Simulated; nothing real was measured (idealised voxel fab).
The document below concerns the process module designated voxel local oxidation.
Section shown: cut. Width: 220 nm. Cell size: 5 nm, square.
In what follows, cross-sections appear as grids of square cells, described through bands that run from the top down, where every band is one or more rows of cells. Band entry format. Leading values: height of top, height of bottom, nm. Remainder: materials in left-to-right order, each with its width in nm. Special words: "edge to edge" on a single material, which then fills the band edge to edge; "blank", empty space. Heights are reckoned from 0. Under this level, the received wafer is all of one material. The bottommost band is open-ended downward, for example "from 0 down". A width such as "30..40" changes by the same amount from each row of cells to the next, from the band's top row to its bottom row. You'll sometimes find "identical to before" written for a step, and that's the way of saying that nowhere in the cross-section did a cell change during that step. "Closed internal cavities" means: voids of 8 cells or more that are shut off from the top with no open way through. Written width x height at distance, distance from the left edge, in nm. What comes after the settings on a step's line is commentary from the simulator itself on that step. If you see "overlay nm" on a step's line and that step has a mask, it's telling you how far right of where it was planned the mask ended up; a negative number means it went left instead. Pairs follow: section before one process step, section after it down to the lowest changed band, step with settings underneath. Pairs may come from different runs of this module on the same starting wafer; continuity with the pair above only as stated in the "Pre-step cross-section" entry.

Pre-step cross-section:
    from 0 down: Si edge to edge
    Closed internal cavities: none

Cross-Section After Step:
    from 0 to -5: SiO2 edge to edge
    Everything below -5 is unchanged.
    Closed internal cavities: none
Here is the step that sits between the two cross-sections above: OXIDIZE, depth nm 5

Pre-step cross-section: per the after cross-section of the pair just above.

Cross-Section After Step:
    from 15 to 0: SiN edge to edge
    Everything below 0 is unchanged.
    Closed internal cavities: none
Here is the step that sits between the two cross-sections above: CONFORMAL_DEP, material SiN, thk nm 15

Pre-step cross-section: per the after cross-section of the pair just above.

Cross-Section After Step:
    from 30 to 15: blank (55); resist (110); blank (55)
    Everything below 15 is unchanged.
    Closed internal cavities: none
Here is the step that sits between the two cross-sections above: PATTERN, tone cover, mask id ACTIVE, material resist, width nm 110, thk nm 15, overlay nm 0

Pre-step cross-section: per the after cross-section of the pair just above.

Cross-Section After Step:
    from 30 to 15: blank (55); resist (110); blank (55)
    from 15 to 0: blank (55); SiN (110); blank (55)
    Everything below 0 is unchanged.
    Closed internal cavities: none
Here is the step that sits between the two cross-sections above: DIRECTIONAL_ETCH, etch materials SiN, depth nm 15

Pre-step cross-section: per the after cross-section of the pair just above.

Cross-Section After Step:
    from 15 to 0: blank (55); SiN (110); blank (55)
    Everything below 0 is unchanged.
    Closed internal cavities: none
Here is the step that sits between the two cross-sections above: STRIP, etch materials resist

Pre-step cross-section: per the after cross-section of the pair just above.

Cross-Section After Step:
    from 15 to 0: blank (55); SiN (110); blank (55)
    from 0 to -5: blank (60); SiO2 (100); blank (60)
    Everything below -5 is unchanged.
    Closed internal cavities: none
Here is the step that sits between the two cross-sections above: SELECTIVE_ETCH, etch materials SiO2, depth nm 5

Pre-step cross-section: per the after cross-section of the pair just above.

Cross-Section After Step:
    from 15 to 0: blank (55); SiN (110); blank (55)
    from 0 to -5: blank (60); SiO2 (100); blank (60)
    from -5 to -15: SiO2 (70); Si (80); SiO2 (70)
    Everything below -15 is unchanged.
    Closed internal cavities: none
Here is the step that sits between the two cross-sections above: OXIDIZE, depth nm 10

Pre-step cross-section: per the after cross-section of the pair just above.

Cross-Section After Step:
    from 0 to -5: blank (60); SiO2 (100); blank (60)
    Everything below -5 is unchanged.
    Closed internal cavities: none
Here is the step that sits between the two cross-sections above: STRIP, etch materials SiN

Pre-step cross-section:
    from 15 to 0: blank (55); SiN (110); blank (55)
    from 0 to -5: blank (60); SiO2 (100); blank (60)
    from -5 down: Si edge to edge
    Closed internal cavities: none

Cross-Section After Step:
    from 0 to -5: blank (60); SiO2 (100); blank (60)
    Everything below -5 is unchanged.
    Closed internal cavities: none
Here is the step that sits between the two cross-sections above: STRIP, etch materials SiN

Pre-step cross-section: per the after cross-section of the pair just above.

Cross-Section After Step:
    from 0 to -5: blank (60); SiO2 (100); blank (60)
    from -5 to -15: SiO2 (70); Si (80); SiO2 (70)
    Everything below -15 is unchanged.
    Closed internal cavities: none
Here is the step that sits between the two cross-sections above: OXIDIZE, depth nm 10

Pre-step cross-section:
    from 15 to 0: blank (55); SiN (110); blank (55)
    from 0 to -5: SiO2 edge to edge
    from -5 down: Si edge to edge
    Closed internal cavities: none

Cross-Section After Step:
    from 15 to 0: blank (55); SiN (110); blank (55)
    from 0 to -5: blank (70); SiO2 (80); blank (70)
    Everything below -5 is unchanged.
    Closed internal cavities: none
Here is the step that sits between the two cross-sections above: SELECTIVE_ETCH, etch materials SiO2, depth nm 15

Pre-step cross-section: per the after cross-section of the pair just above.

Cross-Section After Step:
    from 15 to 0: blank (55); SiN (110); blank (55)
    from 0 to -5: blank (70); SiO2 (80); blank (70)
    from -5 to -15: SiO2 (80); Si (60); SiO2 (80)
    Everything below -15 is unchanged.
    Closed internal cavities: none
Here is the step that sits between the two cross-sections above: OXIDIZE, depth nm 10

Pre-step cross-section: per the after cross-section of the pair just above.

Cross-Section After Step:
    from 0 to -5: blank (70); SiO2 (80); blank (70)
    Everything below -5 is unchanged.
    Closed internal cavities: none
Here is the step that sits between the two cross-sections above: STRIP, etch materials SiN

Pre-step cross-section:
    from 15 to 0: SiN edge to edge
    from 0 to -5: SiO2 edge to edge
    from -5 down: Si edge to edge
    Closed internal cavities: none

Cross-Section After Step:
    from 30 to 15: blank (50); resist (120); blank (50)
    Everything below 15 is unchanged.
    Closed internal cavities: none
Here is the step that sits between the two cross-sections above: PATTERN, tone cover, mask id ACTIVE, material resist, width nm 120, thk nm 15, overlay nm 0

Pre-step cross-section: per the after cross-section of the pair just above.

Cross-Section After Step:
    from 30 to 15: blank (50); resist (120); blank (50)
    from 15 to 0: blank (50); SiN (120); blank (50)
    Everything below 0 is unchanged.
    Closed internal cavities: none
Here is the step that sits between the two cross-sections above: DIRECTIONAL_ETCH, etch materials SiN, depth nm 15

Pre-step cross-section: per the after cross-section of the pair just above.

Cross-Section After Step:
    from 15 to 0: blank (50); SiN (120); blank (50)
    Everything below 0 is unchanged.
    Closed internal cavities: none
Here is the step that sits between the two cross-sections above: STRIP, etch materials resist

Pre-step cross-section: per the after cross-section of the pair just above.

Cross-Section After Step:
    from 15 to 0: blank (50); SiN (120); blank (50)
    from 0 to -5: blank (55); SiO2 (110); blank (55)
    Everything below -5 is unchanged.
    Closed internal cavities: none
Here is the step that sits between the two cross-sections above: SELECTIVE_ETCH, etch materials SiO2, depth nm 5

Pre-step cross-section: per the after cross-section of the pair just above.

Cross-Section After Step:
    from 15 to 0: blank (50); SiN (120); blank (50)
    from 0 to -5: blank (55); SiO2 (110); blank (55)
    from -5 to -15: SiO2 (65); Si (90); SiO2 (65)
    Everything below -15 is unchanged.
    Closed internal cavities: none
Here is the step that sits between the two cross-sections above: OXIDIZE, depth nm 10

Pre-step cross-section: per the after cross-section of the pair just above.

Cross-Section After Step:
    from 0 to -5: blank (55); SiO2 (110); blank (55)
    Everything below -5 is unchanged.
    Closed internal cavities: none
Here is the step that sits between the two cross-sections above: STRIP, etch materials SiN

Pre-step cross-section:
    from 15 to 0: SiN edge to edge
    from 0 to -5: SiO2 edge to edge
    from -5 down: Si edge to edge
    Closed internal cavities: none

Cross-Section After Step:
    from 30 to 15: blank (45); resist (110); blank (65)
    Everything below 15 is unchanged.
    Closed internal cavities: none
Here is the step that sits between the two cross-sections above: PATTERN, tone cover, mask id ACTIVE, material resist, width nm 110, thk nm 15, overlay nm -10

Pre-step cross-section: per the after cross-section of the pair just above.

Cross-Section After Step:
    from 30 to 15: blank (45); resist (110); blank (65)
    from 15 to 0: blank (45); SiN (110); blank (65)
    Everything below 0 is unchanged.
    Closed internal cavities: none
Here is the step that sits between the two cross-sections above: DIRECTIONAL_ETCH, etch materials SiN, depth nm 15

Pre-step cross-section: per the after cross-section of the pair just above.

Cross-Section After Step:
    from 15 to 0: blank (45); SiN (110); blank (65)
    Everything below 0 is unchanged.
    Closed internal cavities: none
Here is the step that sits between the two cross-sections above: STRIP, etch materials resist

Pre-step cross-section: per the after cross-section of the pair just above.

Cross-Section After Step:
    from 15 to 0: blank (45); SiN (110); blank (65)
    from 0 to -5: blank (50); SiO2 (100); blank (70)
    Everything below -5 is unchanged.
    Closed internal cavities: none
Here is the step that sits between the two cross-sections above: SELECTIVE_ETCH, etch materials SiO2, depth nm 5

Pre-step cross-section: per the after cross-section of the pair just above.

Cross-Section After Step:
    from 15 to 0: blank (45); SiN (110); blank (65)
    from 0 to -5: blank (50); SiO2 (100); blank (70)
    from -5 to -15: SiO2 (60); Si (80); SiO2 (80)
    Everything below -15 is unchanged.
    Closed internal cavities: none
Here is the step that sits between the two cross-sections above: OXIDIZE, depth nm 10

Pre-step cross-section: per the after cross-section of the pair just above.

Cross-Section After Step:
    from 0 to -5: blank (50); SiO2 (100); blank (70)
    Everything below -5 is unchanged.
    Closed internal cavities: none
Here is the step that sits between the two cross-sections above: STRIP, etch materials SiN

Pre-step cross-section:
    from 0 to -5: SiO2 edge to edge
    from -5 down: Si edge to edge
    Closed internal cavities: none

Cross-Section After Step:
    from 15 to -5: SiO2 edge to edge
    Everything below -5 is unchanged.
    Closed internal cavities: none
Here is the step that sits between the two cross-sections above: CONFORMAL_DEP, material SiO2, thk nm 15

Pre-step cross-section: per the after cross-section of the pair just above.

Cross-Section After Step:
    from 30 to 15: blank (55); resist (110); blank (55)
    Everything below 15 is unchanged.
    Closed internal cavities: none
Here is the step that sits between the two cross-sections above: PATTERN, tone cover, mask id ACTIVE, material resist, width nm 110, thk nm 15, overlay nm 0

Pre-step cross-section: per the after cross-section of the pair just above.

Cross-Section After Step:
    from 15 to -5: SiO2 edge to edge
    Everything below -5 is unchanged.
    Closed internal cavities: none
Here is the step that sits between the two cross-sections above: STRIP, etch materials resist

Pre-step cross-section: per the after cross-section of the pair just above.

Cross-Section After Step:
    from 10 to -5: SiO2 edge to edge
    Everything below -5 is unchanged.
    Closed internal cavities: none
Here is the step that sits between the two cross-sections above: SELECTIVE_ETCH, etch materials SiO2, depth nm 5

Pre-step cross-section:
    from 15 to 0: SiN edge to edge
    from 0 to -5: SiO2 edge to edge
    from -5 down: Si edge to edge
    Closed internal cavities: none

Cross-Section After Step:
    from 30 to 15: resist (55); blank (110); resist (55)
    Everything below 15 is unchanged.
    Closed internal cavities: none
Here is the step that sits between the two cross-sections above: PATTERN, tone open, mask id ACTIVE, material resist, width nm 110, thk nm 15, overlay nm 0

Pre-step cross-section: per the after cross-section of the pair just above.

Cross-Section After Step:
    from 30 to 15: resist (55); blank (110); resist (55)
    from 15 to 0: SiN (55); blank (110); SiN (55)
    Everything below 0 is unchanged.
    Closed internal cavities: none
Here is the step that sits between the two cross-sections above: DIRECTIONAL_ETCH, etch materials SiN, depth nm 15

Pre-step cross-section: per the after cross-section of the pair just above.

Cross-Section After Step:
    from 15 to 0: SiN (55); blank (110); SiN (55)
    Everything below 0 is unchanged.
    Closed internal cavities: none
Here is the step that sits between the two cross-sections above: STRIP, etch materials resist

Pre-step cross-section: per the after cross-section of the pair just above.

Cross-Section After Step:
    from 15 to 0: SiN (55); blank (110); SiN (55)
    from 0 to -5: SiO2 (50); blank (120); SiO2 (50)
    Everything below -5 is unchanged.
    Closed internal cavities: none
Here is the step that sits between the two cross-sections above: SELECTIVE_ETCH, etch materials SiO2, depth nm 5

Pre-step cross-section: per the after cross-section of the pair just above.

Cross-Section After Step:
    from 15 to 0: SiN (55); blank (110); SiN (55)
    from 0 to -5: SiO2 (50); blank (120); SiO2 (50)
    from -5 to -15: Si (40); SiO2 (140); Si (40)
    Everything below -15 is unchanged.
    Closed internal cavities: none
Here is the step that sits between the two cross-sections above: OXIDIZE, depth nm 10

Pre-step cross-section: per the after cross-section of the pair just above.

Cross-Section After Step:
    from 0 to -5: SiO2 (50); blank (120); SiO2 (50)
    Everything below -5 is unchanged.
    Closed internal cavities: none
Here is the step that sits between the two cross-sections above: STRIP, etch materials SiN
